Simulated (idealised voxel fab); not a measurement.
Presented below is a process module, voxel self aligned contacts.
In the cross-section labelled cut, the width is 175 nm and each square cell is 5 nm.
In this document a cross-section is written as a grid of square cells. It is given as a series of bands, listed from the top down, and a band is one or more rows of cells.
In this notation a band is specified by the heights of its top and bottom, in that order and in nm, after which its materials appear from left to right, each paired with its width in nm. The word "all across" attached to a single material means that material fills the band from edge to edge; the word "blank" stands for empty space.
Heights from 0 (as-received wafer is one material below). Bottom band endless downward, as "top 0, no bottom".
Read "30 to 40" as a graded width: first number on top, second number at the bottom, same change between each pair of neighbouring rows.
Step note "nothing got changed" = no cross-section cell changed.
Enclosed voids (no open way to top), threshold 8 cells or more, entry "Non-vented voids", notation width x height at distance, distance from left edge, nm.
On each step's line, the part that comes after the settings is the simulator's own comment on the step.
For masked steps, "overlay nm" on the step line gives how far right of plan the mask actually lay; a minus sign means it lay to the left.
Structure of the following material. The material consists of pairs of cross-sections. Each pair comprises the cross-section before one process step and the cross-section after that step, the latter shown only down to the lowest band that changed. The step between the cross-sections is specified beneath each pair, including its settings. Pairs are not necessarily consecutive: they may derive from different runs of this module performed on the same starting wafer. Continuity with the pair above is to be assumed only where the entry headed "Status quo ante" of the pair in question states it.

[Status quo ante]
- top 0, no bottom  Si all across
- Non-vented voids: none

[Resulting Cross-Section]
- top 5, bottom 0  SiO2 all across
- Below 0, the layers are the same as they were.
- Non-vented voids: none
As a process note, the step between the before and after cross-sections shown above is CONFORMAL_DEP: material SiO2, thk nm 5

Status quo ante: carried over from the after image of the pair right above.

[Resulting Cross-Section]
- top 25, bottom 5  polySi all across
- Below 5, the layers are the same as they were.
- Non-vented voids: none
As a process note, the step between the before and after cross-sections shown above is DIRECTIONAL_DEP: material polySi, thk nm 20

Status quo ante: carried over from the after image of the pair right above.

[Resulting Cross-Section]
- top 40, bottom 25  SiN all across
- Below 25, the layers are the same as they were.
- Non-vented voids: none
As a process note, the step between the before and after cross-sections shown above is DIRECTIONAL_DEP: material SiN, thk nm 15

Status quo ante: carried over from the after image of the pair right above.

[Resulting Cross-Section]
- top 40, bottom 25  15 nm blank, 25 nm SiN, 35 nm blank, 25 nm SiN, 35 nm blank, 25 nm SiN, 15 nm blank
- Below 25, the layers are the same as they were.
- Non-vented voids: none
As a process note, the step between the before and after cross-sections shown above is MASKED_ETCH: tone cover, mask id GATE, width nm 25, pitch nm 60, etch materials SiN, depth nm 15, overlay nm 0

Status quo ante: carried over from the after image of the pair right above.

[Resulting Cross-Section]
- top 40, bottom 25  15 nm blank, 25 nm SiN, 35 nm blank, 25 nm SiN, 35 nm blank, 25 nm SiN, 15 nm blank
- top 25, bottom 5  15 nm blank, 25 nm polySi, 35 nm blank, 25 nm polySi, 35 nm blank, 25 nm polySi, 15 nm blank
- Below 5, the layers are the same as they were.
- Non-vented voids: none
As a process note, the step between the before and after cross-sections shown above is MASKED_ETCH: tone cover, mask id GATE, width nm 25, pitch nm 60, etch materials polySi, depth nm 20, overlay nm 0

Status quo ante: carried over from the after image of the pair right above.

[Resulting Cross-Section]
- top 45, bottom 25  10 nm blank, 35 nm SiN, 25 nm blank, 35 nm SiN, 25 nm blank, 35 nm SiN, 10 nm blank
- top 25, bottom 10  10 nm blank, 5 nm SiN, 25 nm polySi, 5 nm SiN, 25 nm blank, 5 nm SiN, 25 nm polySi, 5 nm SiN, 25 nm blank, 5 nm SiN, 25 nm polySi, 5 nm SiN, 10 nm blank
- top 10, bottom 5  15 nm SiN, 25 nm polySi, 35 nm SiN, 25 nm polySi, 35 nm SiN, 25 nm polySi, 15 nm SiN
- Below 5, the layers are the same as they were.
- Non-vented voids: none
As a process note, the step between the before and after cross-sections shown above is CONFORMAL_DEP: material SiN, thk nm 5

Status quo ante: carried over from the after image of the pair right above.

[Resulting Cross-Section]
- top 40, bottom 25  10 nm blank, 35 nm SiN, 25 nm blank, 35 nm SiN, 25 nm blank, 35 nm SiN, 10 nm blank
- top 25, bottom 5  10 nm blank, 5 nm SiN, 25 nm polySi, 5 nm SiN, 25 nm blank, 5 nm SiN, 25 nm polySi, 5 nm SiN, 25 nm blank, 5 nm SiN, 25 nm polySi, 5 nm SiN, 10 nm blank
- Below 5, the layers are the same as they were.
- Non-vented voids: none
As a process note, the step between the before and after cross-sections shown above is DIRECTIONAL_ETCH: etch materials SiN, depth nm 5

Status quo ante: carried over from the after image of the pair right above.

[Resulting Cross-Section]
- top 50, bottom 40  SiO2 all across
- top 40, bottom 25  10 nm SiO2, 35 nm SiN, 25 nm SiO2, 35 nm SiN, 25 nm SiO2, 35 nm SiN, 10 nm SiO2
- top 25, bottom 5  10 nm SiO2, 5 nm SiN, 25 nm polySi, 5 nm SiN, 25 nm SiO2, 5 nm SiN, 25 nm polySi, 5 nm SiN, 25 nm SiO2, 5 nm SiN, 25 nm polySi, 5 nm SiN, 10 nm SiO2
- Below 5, the layers are the same as they were.
- Non-vented voids: none
As a process note, the step between the before and after cross-sections shown above is FILL_DEP: material SiO2, thk nm 10

Status quo ante: carried over from the after image of the pair right above.

[Resulting Cross-Section]
- top 45, bottom 40  SiO2 all across
- Below 40, the layers are the same as they were.
- Non-vented voids: none
As a process note, the step between the before and after cross-sections shown above is CMP: height nm 45

Status quo ante: carried over from the after image of the pair right above.

[Resulting Cross-Section]
- top 65, bottom 45  35 nm resist, 45 nm blank, 15 nm resist, 45 nm blank, 35 nm resist
- Below 45, the layers are the same as they were.
- Non-vented voids: none
As a process note, the step between the before and after cross-sections shown above is PATTERN: tone open, mask id CONTACT, material resist, width nm 45, pitch nm 60, thk nm 20, overlay nm 0

Status quo ante: carried over from the after image of the pair right above.

[Resulting Cross-Section]
- top 65, bottom 45  35 nm resist, 45 nm blank, 15 nm resist, 45 nm blank, 35 nm resist
- top 45, bottom 40  35 nm SiO2, 45 nm blank, 15 nm SiO2, 45 nm blank, 35 nm SiO2
- top 40, bottom 25  10 nm SiO2, 35 nm SiN, 25 nm blank, 35 nm SiN, 25 nm blank, 35 nm SiN, 10 nm SiO2
- top 25, bottom 5  10 nm SiO2, 5 nm SiN, 25 nm polySi, 5 nm SiN, 25 nm blank, 5 nm SiN, 25 nm polySi, 5 nm SiN, 25 nm blank, 5 nm SiN, 25 nm polySi, 5 nm SiN, 10 nm SiO2
- top 5, bottom 0  45 nm SiO2, 25 nm blank, 35 nm SiO2, 25 nm blank, 45 nm SiO2
- Below 0, the layers are the same as they were.
- Non-vented voids: none
As a process note, the step between the before and after cross-sections shown above is DIRECTIONAL_ETCH: etch materials SiO2, depth nm 45

Status quo ante: carried over from the after image of the pair right above.

[Resulting Cross-Section]
- top 45, bottom 40  35 nm SiO2, 45 nm blank, 15 nm SiO2, 45 nm blank, 35 nm SiO2
- Below 40, the layers are the same as they were.
- Non-vented voids: none
As a process note, the step between the before and after cross-sections shown above is STRIP: etch materials resist

Status quo ante: carried over from the after image of the pair right above.

[Resulting Cross-Section]
- top 50, bottom 45  40 nm TiN, 35 nm blank, 25 nm TiN, 35 nm blank, 40 nm TiN
- top 45, bottom 40  35 nm SiO2, 15 nm TiN, 15 nm blank, 15 nm TiN, 15 nm SiO2, 15 nm TiN, 15 nm blank, 15 nm TiN, 35 nm SiO2
- top 40, bottom 25  10 nm SiO2, 35 nm SiN, 5 nm TiN, 15 nm blank, 5 nm TiN, 35 nm SiN, 5 nm TiN, 15 nm blank, 5 nm TiN, 35 nm SiN, 10 nm SiO2
- top 25, bottom 5  10 nm SiO2, 5 nm SiN, 25 nm polySi, 5 nm SiN, 5 nm TiN, 15 nm blank, 5 nm TiN, 5 nm SiN, 25 nm polySi, 5 nm SiN, 5 nm TiN, 15 nm blank, 5 nm TiN, 5 nm SiN, 25 nm polySi, 5 nm SiN, 10 nm SiO2
- top 5, bottom 0  45 nm SiO2, 25 nm TiN, 35 nm SiO2, 25 nm TiN, 45 nm SiO2
- Below 0, the layers are the same as they were.
- Non-vented voids: none
As a process note, the step between the before and after cross-sections shown above is CONFORMAL_DEP: material TiN, thk nm 5

Status quo ante: carried over from the after image of the pair right above.

[Resulting Cross-Section]
- top 55, bottom 50  Ru all across
- top 50, bottom 45  40 nm TiN, 35 nm Ru, 25 nm TiN, 35 nm Ru, 40 nm TiN
- top 45, bottom 40  35 nm SiO2, 15 nm TiN, 15 nm Ru, 15 nm TiN, 15 nm SiO2, 15 nm TiN, 15 nm Ru, 15 nm TiN, 35 nm SiO2
- top 40, bottom 25  10 nm SiO2, 35 nm SiN, 5 nm TiN, 15 nm Ru, 5 nm TiN, 35 nm SiN, 5 nm TiN, 15 nm Ru, 5 nm TiN, 35 nm SiN, 10 nm SiO2
- top 25, bottom 5  10 nm SiO2, 5 nm SiN, 25 nm polySi, 5 nm SiN, 5 nm TiN, 15 nm Ru, 5 nm TiN, 5 nm SiN, 25 nm polySi, 5 nm SiN, 5 nm TiN, 15 nm Ru, 5 nm TiN, 5 nm SiN, 25 nm polySi, 5 nm SiN, 10 nm SiO2
- Below 5, the layers are the same as they were.
- Non-vented voids: none
As a process note, the step between the before and after cross-sections shown above is FILL_DEP: material Ru, thk nm 5

Status quo ante: carried over from the after image of the pair right above.

[Resulting Cross-Section]
- top 45, bottom 40  35 nm SiO2, 15 nm TiN, 15 nm Ru, 15 nm TiN, 15 nm SiO2, 15 nm TiN, 15 nm Ru, 15 nm TiN, 35 nm SiO2
- Below 40, the layers are the same as they were.
- Non-vented voids: none
As a process note, the step between the before and after cross-sections shown above is CMP: height nm 45

Status quo ante: carried over from the after image of the pair right above.

[Resulting Cross-Section]
- top 50, bottom 45  SiCN all across
- Below 45, the layers are the same as they were.
- Non-vented voids: none
As a process note, the step between the before and after cross-sections shown above is CONFORMAL_DEP: material SiCN, thk nm 5

[Status quo ante]
- top 0, no bottom  Si all across
- Non-vented voids: none

[Resulting Cross-Section]
- top 20, bottom 0  polySi all across
- Below 0, the layers are the same as they were.
- Non-vented voids: none
As a process note, the step between the before and after cross-sections shown above is DIRECTIONAL_DEP: material polySi, thk nm 20

Status quo ante: carried over from the after image of the pair right above.

[Resulting Cross-Section]
- top 35, bottom 20  SiN all across
- Below 20, the layers are the same as they were.
- Non-vented voids: none
As a process note, the step between the before and after cross-sections shown above is DIRECTIONAL_DEP: material SiN, thk nm 15

Status quo ante: carried over from the after image of the pair right above.

[Resulting Cross-Section]
- top 35, bottom 20  15 nm blank, 25 nm SiN, 35 nm blank, 25 nm SiN, 35 nm blank, 25 nm SiN, 15 nm blank
- Below 20, the layers are the same as they were.
- Non-vented voids: none
As a process note, the step between the before and after cross-sections shown above is MASKED_ETCH: tone cover, mask id GATE, width nm 25, pitch nm 60, etch materials SiN, depth nm 15, overlay nm 0

Status quo ante: carried over from the after image of the pair right above.

[Resulting Cross-Section]
- top 35, bottom 20  15 nm blank, 25 nm SiN, 35 nm blank, 25 nm SiN, 35 nm blank, 25 nm SiN, 15 nm blank
- top 20, bottom 0  15 nm blank, 25 nm polySi, 35 nm blank, 25 nm polySi, 35 nm blank, 25 nm polySi, 15 nm blank
- Below 0, the layers are the same as they were.
- Non-vented voids: none
As a process note, the step between the before and after cross-sections shown above is MASKED_ETCH: tone cover, mask id GATE, width nm 25, pitch nm 60, etch materials polySi, depth nm 20, overlay nm 0

Status quo ante: carried over from the after image of the pair right above.

[Resulting Cross-Section]
- top 40, bottom 20  10 nm blank, 35 nm SiN, 25 nm blank, 35 nm SiN, 25 nm blank, 35 nm SiN, 10 nm blank
- top 20, bottom 5  10 nm blank, 5 nm SiN, 25 nm polySi, 5 nm SiN, 25 nm blank, 5 nm SiN, 25 nm polySi, 5 nm SiN, 25 nm blank, 5 nm SiN, 25 nm polySi, 5 nm SiN, 10 nm blank
- top 5, bottom 0  15 nm SiN, 25 nm polySi, 35 nm SiN, 25 nm polySi, 35 nm SiN, 25 nm polySi, 15 nm SiN
- Below 0, the layers are the same as they were.
- Non-vented voids: none
As a process note, the step between the before and after cross-sections shown above is CONFORMAL_DEP: material SiN, thk nm 5

Status quo ante: carried over from the after image of the pair right above.

[Resulting Cross-Section]
- top 35, bottom 20  10 nm blank, 35 nm SiN, 25 nm blank, 35 nm SiN, 25 nm blank, 35 nm SiN, 10 nm blank
- top 20, bottom 0  10 nm blank, 5 nm SiN, 25 nm polySi, 5 nm SiN, 25 nm blank, 5 nm SiN, 25 nm polySi, 5 nm SiN, 25 nm blank, 5 nm SiN, 25 nm polySi, 5 nm SiN, 10 nm blank
- Below 0, the layers are the same as they were.
- Non-vented voids: none
As a process note, the step between the before and after cross-sections shown above is DIRECTIONAL_ETCH: etch materials SiN, depth nm 5

Status quo ante: carried over from the after image of the pair right above.

[Resulting Cross-Section]
- top 45, bottom 35  SiO2 all across
- top 35, bottom 20  10 nm SiO2, 35 nm SiN, 25 nm SiO2, 35 nm SiN, 25 nm SiO2, 35 nm SiN, 10 nm SiO2
- top 20, bottom 0  10 nm SiO2, 5 nm SiN, 25 nm polySi, 5 nm SiN, 25 nm SiO2, 5 nm SiN, 25 nm polySi, 5 nm SiN, 25 nm SiO2, 5 nm SiN, 25 nm polySi, 5 nm SiN, 10 nm SiO2
- Below 0, the layers are the same as they were.
- Non-vented voids: none
As a process note, the step between the before and after cross-sections shown above is FILL_DEP: material SiO2, thk nm 10

Status quo ante: carried over from the after image of the pair right above.

[Resulting Cross-Section]
- top 65, bottom 45  35 nm resist, 45 nm blank, 15 nm resist, 45 nm blank, 35 nm resist
- Below 45, the layers are the same as they were.
- Non-vented voids: none
As a process note, the step between the before and after cross-sections shown above is PATTERN: tone open, mask id CONTACT, material resist, width nm 45, pitch nm 60, thk nm 20, overlay nm 0

Status quo ante: carried over from the after image of the pair right above.

[Resulting Cross-Section]
- top 65, bottom 45  35 nm resist, 45 nm blank, 15 nm resist, 45 nm blank, 35 nm resist
- top 45, bottom 35  35 nm SiO2, 45 nm blank, 15 nm SiO2, 45 nm blank, 35 nm SiO2
- top 35, bottom 20  10 nm SiO2, 35 nm SiN, 25 nm blank, 35 nm SiN, 25 nm blank, 35 nm SiN, 10 nm SiO2
- top 20, bottom 0  10 nm SiO2, 5 nm SiN, 25 nm polySi, 5 nm SiN, 25 nm blank, 5 nm SiN, 25 nm polySi, 5 nm SiN, 25 nm blank, 5 nm SiN, 25 nm polySi, 5 nm SiN, 10 nm SiO2
- Below 0, the layers are the same as they were.
- Non-vented voids: none
As a process note, the step between the before and after cross-sections shown above is DIRECTIONAL_ETCH: etch materials SiO2, depth nm 45

Status quo ante: carried over from the after image of the pair right above.

[Resulting Cross-Section]
- top 45, bottom 35  35 nm SiO2, 45 nm blank, 15 nm SiO2, 45 nm blank, 35 nm SiO2
- Below 35, the layers are the same as they were.
- Non-vented voids: none
As a process note, the step between the before and after cross-sections shown above is STRIP: etch materials resist

Status quo ante: carried over from the after image of the pair right above.

[Resulting Cross-Section]
- top 50, bottom 45  40 nm TiN, 35 nm blank, 25 nm TiN, 35 nm blank, 40 nm TiN
- top 45, bottom 35  35 nm SiO2, 5 to 15 nm TiN, 35 to 15 nm blank, 5 to 15 nm TiN, 15 nm SiO2, 5 to 15 nm TiN, 35 to 15 nm blank, 5 to 15 nm TiN, 35 nm SiO2
- top 35, bottom 20  10 nm SiO2, 35 nm SiN, 5 nm TiN, 15 nm blank, 5 nm TiN, 35 nm SiN, 5 nm TiN, 15 nm blank, 5 nm TiN, 35 nm SiN, 10 nm SiO2
- top 20, bottom 5  10 nm SiO2, 5 nm SiN, 25 nm polySi, 5 nm SiN, 5 nm TiN, 15 nm blank, 5 nm TiN, 5 nm SiN, 25 nm polySi, 5 nm SiN, 5 nm TiN, 15 nm blank, 5 nm TiN, 5 nm SiN, 25 nm polySi, 5 nm SiN, 10 nm SiO2
- top 5, bottom 0  10 nm SiO2, 5 nm SiN, 25 nm polySi, 5 nm SiN, 25 nm TiN, 5 nm SiN, 25 nm polySi, 5 nm SiN, 25 nm TiN, 5 nm SiN, 25 nm polySi, 5 nm SiN, 10 nm SiO2
- Below 0, the layers are the same as they were.
- Non-vented voids: none
As a process note, the step between the before and after cross-sections shown above is CONFORMAL_DEP: material TiN, thk nm 5

Status quo ante: carried over from the after image of the pair right above.

[Resulting Cross-Section]
- top 55, bottom 50  Ru all across
- top 50, bottom 45  40 nm TiN, 35 nm Ru, 25 nm TiN, 35 nm Ru, 40 nm TiN
- top 45, bottom 35  35 nm SiO2, 5 to 15 nm TiN, 35 to 15 nm Ru, 5 to 15 nm TiN, 15 nm SiO2, 5 to 15 nm TiN, 35 to 15 nm Ru, 5 to 15 nm TiN, 35 nm SiO2
- top 35, bottom 20  10 nm SiO2, 35 nm SiN, 5 nm TiN, 15 nm Ru, 5 nm TiN, 35 nm SiN, 5 nm TiN, 15 nm Ru, 5 nm TiN, 35 nm SiN, 10 nm SiO2
- top 20, bottom 5  10 nm SiO2, 5 nm SiN, 25 nm polySi, 5 nm SiN, 5 nm TiN, 15 nm Ru, 5 nm TiN, 5 nm SiN, 25 nm polySi, 5 nm SiN, 5 nm TiN, 15 nm Ru, 5 nm TiN, 5 nm SiN, 25 nm polySi, 5 nm SiN, 10 nm SiO2
- Below 5, the layers are the same as they were.
- Non-vented voids: none
As a process note, the step between the before and after cross-sections shown above is FILL_DEP: material Ru, thk nm 5

Status quo ante: carried over from the after image of the pair right above.

[Resulting Cross-Section]
- top 45, bottom 35  35 nm SiO2, 5 to 15 nm TiN, 35 to 15 nm Ru, 5 to 15 nm TiN, 15 nm SiO2, 5 to 15 nm TiN, 35 to 15 nm Ru, 5 to 15 nm TiN, 35 nm SiO2
- Below 35, the layers are the same as they were.
- Non-vented voids: none
As a process note, the step between the before and after cross-sections shown above is CMP: height nm 45

Status quo ante: carried over from the after image of the pair right above.

[Resulting Cross-Section]
- top 50, bottom 45  SiCN all across
- Below 45, the layers are the same as they were.
- Non-vented voids: none
As a process note, the step between the before and after cross-sections shown above is CONFORMAL_DEP: material SiCN, thk nm 5

[Status quo ante]
- top 25, bottom 5  polySi all across
- top 5, bottom 0  SiO2 all across
- top 0, no bottom  Si all across
- Non-vented voids: none

[Resulting Cross-Section]
- top 45, bottom 5  polySi all across
- Below 5, the layers are the same as they were.
- Non-vented voids: none
As a process note, the step between the before and after cross-sections shown above is DIRECTIONAL_DEP: material polySi, thk nm 20

Status quo ante: carried over from the after image of the pair right above.

[Resulting Cross-Section]
- top 60, bottom 45  SiN all across
- Below 45, the layers are the same as they were.
- Non-vented voids: none
As a process note, the step between the before and after cross-sections shown above is DIRECTIONAL_DEP: material SiN, thk nm 15

Status quo ante: carried over from the after image of the pair right above.

[Resulting Cross-Section]
- top 60, bottom 45  15 nm blank, 25 nm SiN, 35 nm blank, 25 nm SiN, 35 nm blank, 25 nm SiN, 15 nm blank
- Below 45, the layers are the same as they were.
- Non-vented voids: none
As a process note, the step between the before and after cross-sections shown above is MASKED_ETCH: tone cover, mask id GATE, width nm 25, pitch nm 60, etch materials SiN, depth nm 15, overlay nm 0

Status quo ante: carried over from the after image of the pair right above.

[Resulting Cross-Section]
- top 60, bottom 45  15 nm blank, 25 nm SiN, 35 nm blank, 25 nm SiN, 35 nm blank, 25 nm SiN, 15 nm blank
- top 45, bottom 25  15 nm blank, 25 nm polySi, 35 nm blank, 25 nm polySi, 35 nm blank, 25 nm polySi, 15 nm blank
- Below 25, the layers are the same as they were.
- Non-vented voids: none
As a process note, the step between the before and after cross-sections shown above is MASKED_ETCH: tone cover, mask id GATE, width nm 25, pitch nm 60, etch materials polySi, depth nm 20, overlay nm 0

Status quo ante: carried over from the after image of the pair right above.

[Resulting Cross-Section]
- top 65, bottom 45  10 nm blank, 35 nm SiN, 25 nm blank, 35 nm SiN, 25 nm blank, 35 nm SiN, 10 nm blank
- top 45, bottom 30  10 nm blank, 5 nm SiN, 25 nm polySi, 5 nm SiN, 25 nm blank, 5 nm SiN, 25 nm polySi, 5 nm SiN, 25 nm blank, 5 nm SiN, 25 nm polySi, 5 nm SiN, 10 nm blank
- top 30, bottom 25  15 nm SiN, 25 nm polySi, 35 nm SiN, 25 nm polySi, 35 nm SiN, 25 nm polySi, 15 nm SiN
- Below 25, the layers are the same as they were.
- Non-vented voids: none
As a process note, the step between the before and after cross-sections shown above is CONFORMAL_DEP: material SiN, thk nm 5

Status quo ante: carried over from the after image of the pair right above.

[Resulting Cross-Section]
- top 60, bottom 45  10 nm blank, 35 nm SiN, 25 nm blank, 35 nm SiN, 25 nm blank, 35 nm SiN, 10 nm blank
- top 45, bottom 25  10 nm blank, 5 nm SiN, 25 nm polySi, 5 nm SiN, 25 nm blank, 5 nm SiN, 25 nm polySi, 5 nm SiN, 25 nm blank, 5 nm SiN, 25 nm polySi, 5 nm SiN, 10 nm blank
- Below 25, the layers are the same as they were.
- Non-vented voids: none
As a process note, the step between the before and after cross-sections shown above is DIRECTIONAL_ETCH: etch materials SiN, depth nm 5

Status quo ante: carried over from the after image of the pair right above.

[Resulting Cross-Section]
- top 70, bottom 60  SiO2 all across
- top 60, bottom 45  10 nm SiO2, 35 nm SiN, 25 nm SiO2, 35 nm SiN, 25 nm SiO2, 35 nm SiN, 10 nm SiO2
- top 45, bottom 25  10 nm SiO2, 5 nm SiN, 25 nm polySi, 5 nm SiN, 25 nm SiO2, 5 nm SiN, 25 nm polySi, 5 nm SiN, 25 nm SiO2, 5 nm SiN, 25 nm polySi, 5 nm SiN, 10 nm SiO2
- Below 25, the layers are the same as they were.
- Non-vented voids: none
As a process note, the step between the before and after cross-sections shown above is FILL_DEP: material SiO2, thk nm 10

Status quo ante: carried over from the after image of the pair right above.

[Resulting Cross-Section]
- top 45, bottom 25  10 nm SiO2, 5 nm SiN, 25 nm polySi, 5 nm SiN, 25 nm SiO2, 5 nm SiN, 25 nm polySi, 5 nm SiN, 25 nm SiO2, 5 nm SiN, 25 nm polySi, 5 nm SiN, 10 nm SiO2
- Below 25, the layers are the same as they were.
- Non-vented voids: none
As a process note, the step between the before and after cross-sections shown above is CMP: height nm 45

Status quo ante: carried over from the after image of the pair right above.

[Resulting Cross-Section]
- top 65, bottom 45  35 nm resist, 45 nm blank, 15 nm resist, 45 nm blank, 35 nm resist
- Below 45, the layers are the same as they were.
- Non-vented voids: none
As a process note, the step between the before and after cross-sections shown above is PATTERN: tone open, mask id CONTACT, material resist, width nm 45, pitch nm 60, thk nm 20, overlay nm 0

Status quo ante: carried over from the after image of the pair right above.

[Resulting Cross-Section]
- top 65, bottom 45  35 nm resist, 45 nm blank, 15 nm resist, 45 nm blank, 35 nm resist
- top 45, bottom 25  10 nm SiO2, 5 nm SiN, 25 nm polySi, 5 nm SiN, 25 nm blank, 5 nm SiN, 25 nm polySi, 5 nm SiN, 25 nm blank, 5 nm SiN, 25 nm polySi, 5 nm SiN, 10 nm SiO2
- Below 25, the layers are the same as they were.
- Non-vented voids: none
As a process note, the step between the before and after cross-sections shown above is DIRECTIONAL_ETCH: etch materials SiO2, depth nm 45

Status quo ante: carried over from the after image of the pair right above.

[Resulting Cross-Section]
- top 45, bottom 25  10 nm SiO2, 5 nm SiN, 25 nm polySi, 5 nm SiN, 25 nm blank, 5 nm SiN, 25 nm polySi, 5 nm SiN, 25 nm blank, 5 nm SiN, 25 nm polySi, 5 nm SiN, 10 nm SiO2
- Below 25, the layers are the same as they were.
- Non-vented voids: none
As a process note, the step between the before and after cross-sections shown above is STRIP: etch materials resist

Status quo ante: carried over from the after image of the pair right above.

[Resulting Cross-Section]
- top 50, bottom 45  50 nm TiN, 15 nm blank, 45 nm TiN, 15 nm blank, 50 nm TiN
- top 45, bottom 30  10 nm SiO2, 5 nm SiN, 25 nm polySi, 5 nm SiN, 5 nm TiN, 15 nm blank, 5 nm TiN, 5 nm SiN, 25 nm polySi, 5 nm SiN, 5 nm TiN, 15 nm blank, 5 nm TiN, 5 nm SiN, 25 nm polySi, 5 nm SiN, 10 nm SiO2
- top 30, bottom 25  10 nm SiO2, 5 nm SiN, 25 nm polySi, 5 nm SiN, 25 nm TiN, 5 nm SiN, 25 nm polySi, 5 nm SiN, 25 nm TiN, 5 nm SiN, 25 nm polySi, 5 nm SiN, 10 nm SiO2
- Below 25, the layers are the same as they were.
- Non-vented voids: none
As a process note, the step between the before and after cross-sections shown above is CONFORMAL_DEP: material TiN, thk nm 5

Status quo ante: carried over from the after image of the pair right above.

[Resulting Cross-Section]
- top 55, bottom 50  Ru all across
- top 50, bottom 45  50 nm TiN, 15 nm Ru, 45 nm TiN, 15 nm Ru, 50 nm TiN
- top 45, bottom 30  10 nm SiO2, 5 nm SiN, 25 nm polySi, 5 nm SiN, 5 nm TiN, 15 nm Ru, 5 nm TiN, 5 nm SiN, 25 nm polySi, 5 nm SiN, 5 nm TiN, 15 nm Ru, 5 nm TiN, 5 nm SiN, 25 nm polySi, 5 nm SiN, 10 nm SiO2
- Below 30, the layers are the same as they were.
- Non-vented voids: none
As a process note, the step between the before and after cross-sections shown above is FILL_DEP: material Ru, thk nm 5

Status quo ante: carried over from the after image of the pair right above.

[Resulting Cross-Section]
- top 45, bottom 30  10 nm SiO2, 5 nm SiN, 25 nm polySi, 5 nm SiN, 5 nm TiN, 15 nm Ru, 5 nm TiN, 5 nm SiN, 25 nm polySi, 5 nm SiN, 5 nm TiN, 15 nm Ru, 5 nm TiN, 5 nm SiN, 25 nm polySi, 5 nm SiN, 10 nm SiO2
- Below 30, the layers are the same as they were.
- Non-vented voids: none
As a process note, the step between the before and after cross-sections shown above is CMP: height nm 45

Status quo ante: carried over from the after image of the pair right above.

[Resulting Cross-Section]
- top 50, bottom 45  SiCN all across
- Below 45, the layers are the same as they were.
- Non-vented voids: none
As a process note, the step between the before and after cross-sections shown above is CONFORMAL_DEP: material SiCN, thk nm 5

[Status quo ante]
- top 40, bottom 25  15 nm blank, 25 nm SiN, 35 nm blank, 25 nm SiN, 35 nm blank, 25 nm SiN, 15 nm blank
- top 25, bottom 5  15 nm blank, 25 nm polySi, 35 nm blank, 25 nm polySi, 35 nm blank, 25 nm polySi, 15 nm blank
- top 5, bottom 0  SiO2 all across
- top 0, no bottom  Si all across
- Non-vented voids: none

[Resulting Cross-Section]
- top 35, bottom 25  15 nm blank, 25 nm SiN, 35 nm blank, 25 nm SiN, 35 nm blank, 25 nm SiN, 15 nm blank
- Below 25, the layers are the same as they were.
- Non-vented voids: none
As a process note, the step between the before and after cross-sections shown above is DIRECTIONAL_ETCH: etch materials SiN, depth nm 5

Status quo ante: carried over from the after image of the pair right above.

[Resulting Cross-Section]
- top 40, bottom 25  10 nm blank, 35 nm SiN, 25 nm blank, 35 nm SiN, 25 nm blank, 35 nm SiN, 10 nm blank
- top 25, bottom 10  10 nm blank, 5 nm SiN, 25 nm polySi, 5 nm SiN, 25 nm blank, 5 nm SiN, 25 nm polySi, 5 nm SiN, 25 nm blank, 5 nm SiN, 25 nm polySi, 5 nm SiN, 10 nm blank
- top 10, bottom 5  15 nm SiN, 25 nm polySi, 35 nm SiN, 25 nm polySi, 35 nm SiN, 25 nm polySi, 15 nm SiN
- Below 5, the layers are the same as they were.
- Non-vented voids: none
As a process note, the step between the before and after cross-sections shown above is CONFORMAL_DEP: material SiN, thk nm 5

Status quo ante: carried over from the after image of the pair right above.

[Resulting Cross-Section]
- top 50, bottom 40  SiO2 all across
- top 40, bottom 25  10 nm SiO2, 35 nm SiN, 25 nm SiO2, 35 nm SiN, 25 nm SiO2, 35 nm SiN, 10 nm SiO2
- top 25, bottom 10  10 nm SiO2, 5 nm SiN, 25 nm polySi, 5 nm SiN, 25 nm SiO2, 5 nm SiN, 25 nm polySi, 5 nm SiN, 25 nm SiO2, 5 nm SiN, 25 nm polySi, 5 nm SiN, 10 nm SiO2
- Below 10, the layers are the same as they were.
- Non-vented voids: none
As a process note, the step between the before and after cross-sections shown above is FILL_DEP: material SiO2, thk nm 10

Status quo ante: carried over from the after image of the pair right above.

[Resulting Cross-Section]
- top 45, bottom 40  SiO2 all across
- Below 40, the layers are the same as they were.
- Non-vented voids: none
As a process note, the step between the before and after cross-sections shown above is CMP: height nm 45

Status quo ante: carried over from the after image of the pair right above.

[Resulting Cross-Section]
- top 65, bottom 45  35 nm resist, 45 nm blank, 15 nm resist, 45 nm blank, 35 nm resist
- Below 45, the layers are the same as they were.
- Non-vented voids: none
As a process note, the step between the before and after cross-sections shown above is PATTERN: tone open, mask id CONTACT, material resist, width nm 45, pitch nm 60, thk nm 20, overlay nm 0

Status quo ante: carried over from the after image of the pair right above.

[Resulting Cross-Section]
- top 65, bottom 45  35 nm resist, 45 nm blank, 15 nm resist, 45 nm blank, 35 nm resist
- top 45, bottom 40  35 nm SiO2, 45 nm blank, 15 nm SiO2, 45 nm blank, 35 nm SiO2
- top 40, bottom 25  10 nm SiO2, 35 nm SiN, 25 nm blank, 35 nm SiN, 25 nm blank, 35 nm SiN, 10 nm SiO2
- top 25, bottom 10  10 nm SiO2, 5 nm SiN, 25 nm polySi, 5 nm SiN, 25 nm blank, 5 nm SiN, 25 nm polySi, 5 nm SiN, 25 nm blank, 5 nm SiN, 25 nm polySi, 5 nm SiN, 10 nm SiO2
- Below 10, the layers are the same as they were.
- Non-vented voids: none
As a process note, the step between the before and after cross-sections shown above is DIRECTIONAL_ETCH: etch materials SiO2, depth nm 45

Status quo ante: carried over from the after image of the pair right above.

[Resulting Cross-Section]
- top 45, bottom 40  35 nm SiO2, 45 nm blank, 15 nm SiO2, 45 nm blank, 35 nm SiO2
- Below 40, the layers are the same as they were.
- Non-vented voids: none
As a process note, the step between the before and after cross-sections shown above is STRIP: etch materials resist
